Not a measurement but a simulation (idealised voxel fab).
process module | voxel self aligned vias
cross-section cut | 185 nm wide | cells 5 nm
A cross-section is a grid of square cells, given in bands from the top down. A band is one or more rows of cells.
Each band's line starts with the height of the band's top and of its bottom, in nm. Then come its materials from left to right, each with its width in nm. One material with "throughout" fills the band from edge to edge. "air" is empty space.
Height 0 is the level under which the wafer as received is all one material. The lowest band goes on downwards, as in "0 down".
A width such as "30 to 40" changes by the same amount from each row of cells to the next, from the band's top row to its bottom row.
"no change" after a step means that no cell of the cross-section changed.
closed voids: empty space of 8 cells or more with no open way to the top, each as width x height at its distance from the left edge, in nm
after a step's settings: what the simulator itself notes on the step
overlay nm, on a step with a mask: how far to the right of its planned place the mask lay; to the left if negative
plan
1 op RECEIVE | material Si
2 op CONFORMAL_DEP | material SiO2 | thk nm 10
3 op CONFORMAL_DEP | material SiCN | thk nm 5
4 op DIRECTIONAL_DEP | material SiO2 | thk nm 30
5 op PATTERN | tone open | mask id LINES | material resist | width nm 20 | pitch nm 55 | thk nm 15 | overlay nm 0
6 op DIRECTIONAL_ETCH | etch materials SiO2 | depth nm 30
7 op STRIP | etch materials resist
8 op CONFORMAL_DEP | material TiN | thk nm 5
9 op FILL_DEP | material Ru | thk nm 10
10 op CMP | height nm 45
11 op SELECTIVE_ETCH | etch materials W Ru TiN | depth nm 5
12 op FILL_DEP | material SiN | thk nm 10
13 op CMP | height nm 45
14 op DIRECTIONAL_DEP | material SiO2 | thk nm 15
15 op PATTERN | tone open | mask id VIAS | material resist | width nm 20 | pitch nm 55 | thk nm 20 | overlay nm 0
16 op DIRECTIONAL_ETCH | etch materials SiO2 | depth nm 15
17 op DIRECTIONAL_ETCH | etch materials SiN | depth nm 5
18 op STRIP | etch materials resist
19 op CONFORMAL_DEP | material TiN | thk nm 5
20 op FILL_DEP | material Cu | thk nm 10
21 op CMP | height nm 60
22 op CONFORMAL_DEP | material SiN | thk nm 5
varied across the wafers: width nm of step 15. The plan shows the first wafer's value. All wafers start alike
first wafer as received, after step 1
  0 down: Si throughout
  closed voids: none
each wafer at the end: cells of each material gained (+) or lost (-) since it was received, then its closed voids
width nm 20 | +12 Cu | +16 Ru | +37 SiCN | +37 SiN | +335 SiO2 | +44 TiN | closed voids: none
width nm 25 | +16 Cu | +16 Ru | +37 SiCN | +37 SiN | +329 SiO2 | +46 TiN | closed voids: none
width nm 30 | +20 Cu | +16 Ru | +37 SiCN | +37 SiN | +323 SiO2 | +48 TiN | closed voids: none
width nm 35 | +24 Cu | +16 Ru | +37 SiCN | +37 SiN | +317 SiO2 | +50 TiN | closed voids: none
width nm 40 | +28 Cu | +16 Ru | +37 SiCN | +37 SiN | +311 SiO2 | +52 TiN | closed voids: none
